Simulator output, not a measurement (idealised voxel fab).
process module | voxel quadruple lines
cross-section cut | 170 nm wide | cells 5 nm
A cross-section is a grid of square cells, given in bands from the top down. A band is one or more rows of cells.
Each band's line starts with the height of the band's top and of its bottom, in nm. Then come its materials from left to right, each with its width in nm. One material with "throughout" fills the band from edge to edge. "air" is empty space.
Height 0 is the level under which the wafer as received is all one material. The lowest band goes on downwards, as in "0 down".
A width such as "30 to 40" changes by the same amount from each row of cells to the next, from the band's top row to its bottom row.
"no change" after a step means that no cell of the cross-section changed.
closed voids: empty space of 8 cells or more with no open way to the top, each as width x height at its distance from the left edge, in nm
after a step's settings: what the simulator itself notes on the step
overlay nm, on a step with a mask: how far to the right of its planned place the mask lay; to the left if negative
plan
1 op RECEIVE | material Si
2 op CONFORMAL_DEP | material Al2O3 | thk nm 5
3 op DIRECTIONAL_DEP | material W | thk nm 10
4 op DIRECTIONAL_DEP | material polySi | thk nm 15
5 op DIRECTIONAL_DEP | material aC | thk nm 20
6 op PATTERN | tone cover | mask id MANDREL | material resist | width nm 20 | pitch nm 60 | thk nm 30 | overlay nm 0
7 op DIRECTIONAL_ETCH | etch materials aC | depth nm 20
8 op STRIP | etch materials resist
9 op CONFORMAL_DEP | material SiO2 | thk nm 10
10 op DIRECTIONAL_ETCH | etch materials SiO2 | depth nm 10
11 op STRIP | etch materials aC
12 op DIRECTIONAL_ETCH | etch materials polySi | depth nm 15
13 op STRIP | etch materials SiO2
14 op CONFORMAL_DEP | material SiCN | thk nm 5
15 op DIRECTIONAL_ETCH | etch materials SiCN | depth nm 5
16 op STRIP | etch materials polySi
17 op DIRECTIONAL_ETCH | etch materials W | depth nm 10
18 op STRIP | etch materials SiCN
19 op FILL_DEP | material SiO2 | thk nm 10
20 op CMP | height nm 15
as received, after step 1
  0 down: Si throughout
  closed voids: none
first wafer at the end, as planned
  15 to 5: SiO2 30 | W 5 | SiO2 10 | W 5 | SiO2 10 | W 5 | SiO2 10 | W 5 | SiO2 10 | W 5 | SiO2 10 | W 5 | SiO2 10 | W 5 | SiO2 10 | W 5 | SiO2 30
  5 to 0: Al2O3 throughout
  0 down: Si throughout
  closed voids: none
second wafer at the end: like start, like plan, one mistake
  15 to 5: Al2O3 30 | W 5 | Al2O3 10 | W 5 | Al2O3 10 | W 5 | Al2O3 10 | W 5 | Al2O3 10 | W 5 | Al2O3 10 | W 5 | Al2O3 10 | W 5 | Al2O3 10 | W 5 | Al2O3 30
  5 to 0: Al2O3 throughout
  0 down: Si throughout
  closed voids: none
what went wrong: step 19 ran as: op FILL_DEP | material Al2O3 | thk nm 10
at the end the second wafer has, in cells: 52 more of Al2O3 | 52 fewer of SiO2
